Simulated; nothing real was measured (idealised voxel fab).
Process module, titled voxel local oxidation
The width of the displayed cross-section, cut, is 255 nm; its cells are square, with a size of 5 nm.
When this document writes out a cross-section, it uses a grid of square cells and lists it as bands, beginning at the top and moving down, with a band standing for one or more rows of cells. Top height, bottom height, nm. Materials left to right, width each, nm. Single material + "throughout" = fills band edge to edge. "air" = empty. Height reference: 0 = level under which incoming wafer is all one material. Lowest band: no bottom, runs on downward, e.g. "0 and below". Width "30->40": first value at the band's top row of cells, second value at its bottom row, equal change from row to row. Key: "left unchanged" - step with no changed cell in the cross-section. Voids not open to the top, 8 cells minimum: see "Sealed internal cavities". Written width x height at distance; distance is from the left edge; nm. Heads up: the bit after the settings on a step's line is the simulator's remark on that step. What "overlay nm" on a step's line means: if the step has a mask, that mask lay this far to the right of its planned place, or, when the value is negative, to the left.
Below is the list of planned process steps:
1. RECEIVE: material Si
2. CONFORMAL_DEP: material SiO2, thk nm 5
3. CONFORMAL_DEP: material SiN, thk nm 15
4. PATTERN: tone cover, mask id ACTIVE, material resist, width nm 95, thk nm 15, overlay nm 0
5. DIRECTIONAL_ETCH: etch materials SiN, depth nm 15
6. STRIP: etch materials resist
7. SELECTIVE_ETCH: etch materials SiO2, depth nm 5
8. OXIDIZE: depth nm 10
9. STRIP: etch materials SiN
Split variable: width nm, step 4. Plan value = first wafer. Wafers start alike.
Incoming state of the first of several wafers in cross-section: after step 1:
- 0 and below = Si throughout
- Sealed internal cavities: none
Each row below is a wafer at the end of the module, listing for every material the number of cells it has gained (+) or lost (-) since it was received, followed by its closed voids:
width nm 95; -76 Si; +93 SiO2; Sealed internal cavities: none
width nm 100; -74 Si; +92 SiO2; Sealed internal cavities: none
width nm 105; -72 Si; +91 SiO2; Sealed internal cavities: none
width nm 110; -70 Si; +90 SiO2; Sealed internal cavities: none
width nm 115; -68 Si; +89 SiO2; Sealed internal cavities: none
width nm 120; -66 Si; +88 SiO2; Sealed internal cavities: none
